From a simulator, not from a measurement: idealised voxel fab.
Title: Process Module voxel gate over fins
Cross-section cut: width 275 nm, square cells of 5 nm.
Each cross-section below is a grid of square cells, stated as bands in top-down order, with one or more rows of cells making up each band. Top height, bottom height, nm. Materials left to right, width each, nm. Single material + "throughout" = fills band edge to edge. "empty" = empty. Height 0 is the level under which the wafer as received is all one material. The lowest band goes on downwards, as in "from 0 down". A width such as "30->40" changes by the same amount from each row of cells to the next, from the band's top row to its bottom row. For the purposes of this document, the phrase "identical to before" attached to a step denotes that no cell within the cross-section was modified by that step. "Unvented internal voids" enumerates empty spaces isolated from the top, with no open way to it, that contain at least 8 cells, giving each as width x height at distance from the left edge, all three in nm. What comes after the settings on a step's line is commentary from the simulator itself on that step. Among the settings permitted on a step's line is "overlay nm"; applied to a step with a mask, it specifies the extent to which the mask lay to the right of its planned position, whereas a negative figure signifies a position to the left.
## So here's the lineup of process steps we planned
1. RECEIVE: material Si
2. CONFORMAL_DEP: material SiN, thk nm 10
3. DIRECTIONAL_DEP: material aC, thk nm 10
4. PATTERN: tone cover, mask id FINS, material resist, width nm 15, pitch nm 55, thk nm 25, overlay nm -15
5. DIRECTIONAL_ETCH: etch materials aC, depth nm 10
6. STRIP: etch materials resist
7. DIRECTIONAL_ETCH: etch materials SiN, depth nm 10
8. DIRECTIONAL_ETCH: etch materials Si, depth nm 40
9. STRIP: etch materials aC
10. OXIDIZE: depth nm 5
11. FILL_DEP: material SiO2, thk nm 5
12. CMP: height nm 10
13. PATTERN: tone open, mask id RAIL, material resist, width nm 15, thk nm 15, overlay nm 0
14. DIRECTIONAL_ETCH: etch materials SiO2, depth nm 45
15. STRIP: etch materials resist
16. CONFORMAL_DEP: material TiN, thk nm 5
17. FILL_DEP: material W, thk nm 10
18. CMP: height nm 10
19. SELECTIVE_ETCH: etch materials W Ru TiN, depth nm 30
20. FILL_DEP: material SiO2, thk nm 5
21. CMP: height nm 10
22. SELECTIVE_ETCH: etch materials SiO2, depth nm 25
23. STRIP: etch materials SiN
24. CONFORMAL_DEP: material HfO2, thk nm 5
25. CONFORMAL_DEP: material TiN, thk nm 5
26. CONFORMAL_DEP: material TiAl, thk nm 5
27. CONFORMAL_DEP: material TiN, thk nm 5
28. FILL_DEP: material W, thk nm 10
29. CMP: height nm 25
30. CONFORMAL_DEP: material SiN, thk nm 5
varied across the wafers: overlay nm of step 4. The plan shows the first wafer's value. All wafers start alike
## Step 1 complete: as-received cross-section of the first of several wafers
> from 0 down = Si throughout
> Unvented internal voids: none
## Post step 30, the closing step of the module: first of several wafers, cross-sectioned
> from 30 to 25 = SiN throughout
> from 25 to 20 = W throughout
> from 20 to 15 = 45 of W | 45 of TiN | 10 of W | 45 of TiN | 10 of W | 45 of TiN | 75 of W
> from 15 to 10 = 45 of W | 5 of TiN | 35 of TiAl | 5 of TiN | 10 of W | 5 of TiN | 35 of TiAl | 5 of TiN | 10 of W | 5 of TiN | 35 of TiAl | 5 of TiN | 75 of W
> from 10 to 5 = 45 of W | 5 of TiN | 5 of TiAl | 25 of TiN | 5 of TiAl | 5 of TiN | 10 of W | 5 of TiN | 5 of TiAl | 25 of TiN | 5 of TiAl | 5 of TiN | 10 of W | 5 of TiN | 5 of TiAl | 25 of TiN | 5 of TiAl | 5 of TiN | 75 of W
> from 5 to 0 = 50 of TiN | 5 of TiAl | 5 of TiN | 15 of HfO2 | 5 of TiN | 5 of TiAl | 20 of TiN | 5 of TiAl | 5 of TiN | 15 of HfO2 | 5 of TiN | 5 of TiAl | 20 of TiN | 5 of TiAl | 5 of TiN | 15 of HfO2 | 5 of TiN | 5 of TiAl | 80 of TiN
> from 0 to -5 = 55 of TiAl | 5 of TiN | 5 of HfO2 | 5 of Si | 5 of HfO2 | 5 of TiN | 30 of TiAl | 5 of TiN | 5 of HfO2 | 5 of Si | 5 of HfO2 | 5 of TiN | 30 of TiAl | 5 of TiN | 5 of HfO2 | 5 of Si | 5 of HfO2 | 5 of TiN | 85 of TiAl
> from -5 to -10 = 60 of TiN | 5 of HfO2 | 5 of Si | 5 of HfO2 | 40 of TiN | 5 of HfO2 | 5 of Si | 5 of HfO2 | 40 of TiN | 5 of HfO2 | 5 of Si | 5 of HfO2 | 90 of TiN
> from -10 to -15 = 65 of HfO2 | 5 of Si | 50 of HfO2 | 5 of Si | 50 of HfO2 | 5 of Si | 95 of HfO2
> from -15 to -20 = 65 of SiO2 | 5 of Si | 50 of SiO2 | 5 of Si | 50 of SiO2 | 5 of Si | 95 of SiO2
> from -20 to -30 = 65 of SiO2 | 5 of Si | 30 of SiO2 | 5 of TiN | 5 of W | 5 of TiN | 5 of SiO2 | 5 of Si | 50 of SiO2 | 5 of Si | 95 of SiO2
> from -30 to -35 = 65 of SiO2 | 5 of Si | 30 of SiO2 | 15 of TiN | 5 of SiO2 | 5 of Si | 50 of SiO2 | 5 of Si | 95 of SiO2
> from -35 to -45 = 65 of SiO2 | 5 of Si | 50 of SiO2 | 5 of Si | 50 of SiO2 | 5 of Si | 95 of SiO2
> from -45 down = Si throughout
> Unvented internal voids: none
## Cross-section, module end, final of several wafers
> from 30 to 25 = SiN throughout
> from 25 to 20 = W throughout
> from 20 to 15 = 75 of W | 45 of TiN | 10 of W | 45 of TiN | 10 of W | 45 of TiN | 45 of W
> from 15 to 10 = 75 of W | 5 of TiN | 35 of TiAl | 5 of TiN | 10 of W | 5 of TiN | 35 of TiAl | 5 of TiN | 10 of W | 5 of TiN | 35 of TiAl | 5 of TiN | 45 of W
> from 10 to 5 = 75 of W | 5 of TiN | 5 of TiAl | 25 of TiN | 5 of TiAl | 5 of TiN | 10 of W | 5 of TiN | 5 of TiAl | 25 of TiN | 5 of TiAl | 5 of TiN | 10 of W | 5 of TiN | 5 of TiAl | 25 of TiN | 5 of TiAl | 5 of TiN | 45 of W
> from 5 to 0 = 80 of TiN | 5 of TiAl | 5 of TiN | 15 of HfO2 | 5 of TiN | 5 of TiAl | 20 of TiN | 5 of TiAl | 5 of TiN | 15 of HfO2 | 5 of TiN | 5 of TiAl | 20 of TiN | 5 of TiAl | 5 of TiN | 15 of HfO2 | 5 of TiN | 5 of TiAl | 50 of TiN
> from 0 to -5 = 85 of TiAl | 5 of TiN | 5 of HfO2 | 5 of Si | 5 of HfO2 | 5 of TiN | 30 of TiAl | 5 of TiN | 5 of HfO2 | 5 of Si | 5 of HfO2 | 5 of TiN | 30 of TiAl | 5 of TiN | 5 of HfO2 | 5 of Si | 5 of HfO2 | 5 of TiN | 55 of TiAl
> from -5 to -10 = 90 of TiN | 5 of HfO2 | 5 of Si | 5 of HfO2 | 40 of TiN | 5 of HfO2 | 5 of Si | 5 of HfO2 | 40 of TiN | 5 of HfO2 | 5 of Si | 5 of HfO2 | 60 of TiN
> from -10 to -15 = 95 of HfO2 | 5 of Si | 50 of HfO2 | 5 of Si | 50 of HfO2 | 5 of Si | 65 of HfO2
> from -15 to -20 = 95 of SiO2 | 5 of Si | 50 of SiO2 | 5 of Si | 50 of SiO2 | 5 of Si | 65 of SiO2
> from -20 to -35 = 95 of SiO2 | 5 of Si | 5 of SiO2 | 10 of TiN | 35 of SiO2 | 5 of Si | 50 of SiO2 | 5 of Si | 65 of SiO2
> from -35 to -45 = 95 of SiO2 | 5 of Si | 50 of SiO2 | 5 of Si | 50 of SiO2 | 5 of Si | 65 of SiO2
> from -45 down = Si throughout
> Unvented internal voids: none
## The table below has one row for each wafer; a row shows, as of the end of the module, how many cells of each material the wafer has gained, marked (+), or lost, marked (-), since it was received, and then the wafer's closed voids
overlay nm -15, +73 HfO2, -468 Si, +55 SiN, +303 SiO2, +73 TiAl, +153 TiN, +141 W, Unvented internal voids: none
overlay nm -10, +73 HfO2, -468 Si, +55 SiN, +303 SiO2, +73 TiAl, +153 TiN, +141 W, Unvented internal voids: none
overlay nm -5, +73 HfO2, -468 Si, +55 SiN, +303 SiO2, +73 TiAl, +153 TiN, +141 W, Unvented internal voids: none
overlay nm 0, +73 HfO2, -468 Si, +55 SiN, +303 SiO2, +73 TiAl, +153 TiN, +141 W, Unvented internal voids: none
overlay nm 5, +73 HfO2, -468 Si, +55 SiN, +303 SiO2, +73 TiAl, +153 TiN, +141 W, Unvented internal voids: none
overlay nm 10, +73 HfO2, -468 Si, +55 SiN, +303 SiO2, +73 TiAl, +153 TiN, +141 W, Unvented internal voids: none
overlay nm 15, +73 HfO2, -468 Si, +55 SiN, +306 SiO2, +73 TiAl, +152 TiN, +139 W, Unvented internal voids: none
